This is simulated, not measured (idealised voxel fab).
The following is a process module called voxel released beams.
Pictured: cross-section cut, 155 nm wide, on a grid of 5 nm square cells.
Think of the cross-section as a grid of square cells. We describe it in bands, top to bottom, and each band covers one or more rows of those cells.
A band entry consists of two parts. The first gives the height of the band's top and the height of its bottom, in nm. The rest lists the band's materials from left to right, each with its width in nm. A single material labelled with the word "throughout" fills the band from edge to edge, and the word "air" marks empty space.
Heights are reckoned from 0. Under this level, the received wafer is all of one material. The bottommost band is open-ended downward, for example "from 0 down".
The notation "30..40" denotes a width that varies across the rows of cells in the band, beginning at the first number in the top row, finishing at the second number in the bottom row, and changing by an identical amount from each row to the next.
"changes: none" (step): cross-section cells unchanged, all of them.
Empty spaces without an open route to the top, at least 8 cells in extent, make up the entry "Closed void catalog"; each is given as width x height at distance, where the distance is measured from the left edge, and all are in nm.
Post-settings text on a step line: simulator's own remark regarding the step.
Among the settings permitted on a step's line is "overlay nm"; applied to a step with a mask, it specifies the extent to which the mask lay to the right of its planned position, whereas a negative figure signifies a position to the left.

HERE'S WHAT THE PLANNED PROCESS STEPS LOOK LIKE
- 1: RECEIVE,material Si
- 2: CONFORMAL_DEP,material SiN,thk nm 10
- 3: DIRECTIONAL_DEP,material SiO2,thk nm 20
- 4: PATTERN,tone open,mask id ANCHOR,material resist,width nm 45,thk nm 20,overlay nm 0
- 5: DIRECTIONAL_ETCH,etch materials SiO2,depth nm 20
- 6: STRIP,etch materials resist
- 7: CONFORMAL_DEP,material TiN,thk nm 15
- 8: MASKED_ETCH,tone cover,mask id BEAM,width nm 110,etch materials TiN,depth nm 15,overlay nm 0
- 9: STRIP,etch materials SiO2

THE FIRST OF A SET OF TWO WAFERS, RUN TO PLAN

INCOMING WAFER, CROSS-SECTIONAL VIEW, POST STEP 1
from 0 down | Si throughout
Closed void catalog: none

CROSS-SECTION THROUGH THE WAFER, STEP 2 FINISHED
from 10 to 0 | SiN throughout
Everything under 0 stays put, no change at all.

CROSS-SECTION THROUGH THE WAFER, STEP 3 FINISHED
from 30 to 10 | SiO2 throughout
Everything under 10 stays put, no change at all.

CROSS-SECTION THROUGH THE WAFER, STEP 4 FINISHED
from 50 to 30 | resist=25 | air=45 | resist=85
Everything under 30 stays put, no change at all.

CROSS-SECTION THROUGH THE WAFER, STEP 5 FINISHED
from 50 to 30 | resist=25 | air=45 | resist=85
from 30 to 10 | SiO2=25 | air=45 | SiO2=85
Everything under 10 stays put, no change at all.

CROSS-SECTION THROUGH THE WAFER, STEP 6 FINISHED
from 30 to 10 | SiO2=25 | air=45 | SiO2=85
Everything under 10 stays put, no change at all.

CROSS-SECTION THROUGH THE WAFER, STEP 7 FINISHED
from 45 to 30 | TiN=40 | air=15 | TiN=100
from 30 to 25 | SiO2=25 | TiN=15 | air=15 | TiN=15 | SiO2=85
from 25 to 10 | SiO2=25 | TiN=45 | SiO2=85
Everything under 10 stays put, no change at all.

CROSS-SECTION THROUGH THE WAFER, STEP 8 FINISHED
from 45 to 30 | air=20 | TiN=20 | air=15 | TiN=75 | air=25
Everything under 30 stays put, no change at all.

CROSS-SECTION THROUGH THE WAFER, STEP 9 FINISHED
from 45 to 30 | air=20 | TiN=20 | air=15 | TiN=75 | air=25
from 30 to 25 | air=25 | TiN=15 | air=15 | TiN=15 | air=85
from 25 to 10 | air=25 | TiN=45 | air=85
Everything under 10 stays put, no change at all.

COMPANION WAFER, THE SECOND OF TWO: SAME BEGINNING, SAME INTENDED SEQUENCE, ONE MISTAKE IN CARRYING IT OUT; THROUGH STEP 2 INCLUSIVE IT TRACKS THE FIRST EXACTLY

SECOND WAFER AT THE PLANNED FINISH OF STEP 3, SEEN IN CROSS-SECTION
from 30 to 10 | TiN throughout
Everything under 10 stays put, no change at all.

SECOND WAFER AT THE PLANNED FINISH OF STEP 4, SEEN IN CROSS-SECTION
from 50 to 30 | resist=25 | air=45 | resist=85
Everything under 30 stays put, no change at all.

Second wafer at the planned finish of step 5, seen in cross-section: changes: none

SECOND WAFER AT THE PLANNED FINISH OF STEP 6, SEEN IN CROSS-SECTION
from 30 to 10 | TiN throughout
Everything under 10 stays put, no change at all.

SECOND WAFER AT THE PLANNED FINISH OF STEP 7, SEEN IN CROSS-SECTION
from 45 to 10 | TiN throughout
Everything under 10 stays put, no change at all.

SECOND WAFER AT THE PLANNED FINISH OF STEP 8, SEEN IN CROSS-SECTION
from 45 to 30 | air=20 | TiN=110 | air=25
Everything under 30 stays put, no change at all.

Second wafer at the planned finish of step 9, seen in cross-section: changes: none
What was the processing mistake? heads up, step 3 didn't go per plan, it actually ran as DIRECTIONAL_DEP,material TiN,thk nm 20
Count the cells at the end and the second wafer has more or fewer of some materials than the first: TiN: 100 more
